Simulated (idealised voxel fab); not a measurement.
process module | voxel self aligned contacts
cross-section cut | 290 nm wide | cells 5 nm
A cross-section is a grid of square cells, given in bands from the top down. A band is one or more rows of cells.
Each band's line starts with the height of the band's top and of its bottom, in nm. Then come its materials from left to right, each with its width in nm. One material with "throughout" fills the band from edge to edge. "air" is empty space.
Height 0 is the level under which the wafer as received is all one material. The lowest band goes on downwards, as in "0 down".
A width such as "30 to 40" changes by the same amount from each row of cells to the next, from the band's top row to its bottom row.
"no change" after a step means that no cell of the cross-section changed.
closed voids: empty space of 8 cells or more with no open way to the top, each as width x height at its distance from the left edge, in nm
after a step's settings: what the simulator itself notes on the step
overlay nm, on a step with a mask: how far to the right of its planned place the mask lay; to the left if negative
plan
1 op RECEIVE | material Si
2 op OXIDIZE | depth nm 5
3 op DIRECTIONAL_DEP | material polySi | thk nm 25
4 op DIRECTIONAL_DEP | material SiN | thk nm 20
5 op DIRECTIONAL_DEP | material aC | thk nm 10
6 op PATTERN | tone cover | mask id GATE | material resist | width nm 25 | pitch nm 60 | thk nm 25 | overlay nm 0
7 op DIRECTIONAL_ETCH | etch materials aC | depth nm 10
8 op STRIP | etch materials resist
9 op DIRECTIONAL_ETCH | etch materials SiN | depth nm 20
10 op DIRECTIONAL_ETCH | etch materials polySi | depth nm 25
11 op STRIP | etch materials aC
12 op CONFORMAL_DEP | material SiN | thk nm 10
13 op DIRECTIONAL_ETCH | etch materials SiN | depth nm 10
14 op FILL_DEP | material SiO2 | thk nm 20
15 op CMP | height nm 55
16 op MASKED_ETCH | tone open | mask id CONTACT | width nm 45 | etch materials SiO2 | depth nm 60 | overlay nm 0
17 op CONFORMAL_DEP | material TiN | thk nm 5
18 op FILL_DEP | material Ru | thk nm 10
19 op CMP | height nm 55
20 op CONFORMAL_DEP | material SiN | thk nm 5
as received, after step 1
  0 down: Si throughout
  closed voids: none
first wafer at the end, as planned
  60 to 55: SiN throughout
  55 to 45: SiO2 120 | TiN 5 to 20 | Ru 35 to 5 | TiN 5 to 20 | SiO2 125
  45 to 25: SiO2 90 | SiN 45 | TiN 5 | Ru 5 | TiN 5 | SiN 45 | SiO2 95
  25 to 0: SiO2 90 | SiN 10 | polySi 25 | SiN 10 | TiN 5 | Ru 5 | TiN 5 | SiN 10 | polySi 25 | SiN 10 | SiO2 95
  0 to -5: SiO2 135 | TiN 15 | SiO2 140
  -5 down: Si throughout
  closed voids: none
second wafer at the end: like start, like plan, one mistake
  60 to 55: SiN throughout
  55 to 45: SiO2 120 | TiN 5 to 20 | Ru 35 to 5 | TiN 5 to 20 | SiO2 125
  45 to 25: SiO2 90 | SiN 45 | TiN 5 | Ru 5 | TiN 5 | SiN 45 | SiO2 95
  25 to 15: SiO2 90 | SiN 10 | polySi 25 | SiN 10 | TiN 5 | Ru 5 | TiN 5 | SiN 10 | polySi 25 | SiN 10 | SiO2 95
  15 to 10: SiO2 90 | SiN 10 | polySi 25 | SiN 10 | TiN 15 | SiN 10 | polySi 25 | SiN 10 | SiO2 95
  10 to 0: SiN 100 | polySi 25 | SiN 35 | polySi 25 | SiN 105
  0 to -5: SiO2 throughout
  -5 down: Si throughout
  closed voids: none
what went wrong: steps 12 and 13 were swapped
at the end the second wafer has, in cells: 3 fewer of Ru | 80 more of SiN | 71 fewer of SiO2 | 6 fewer of TiN
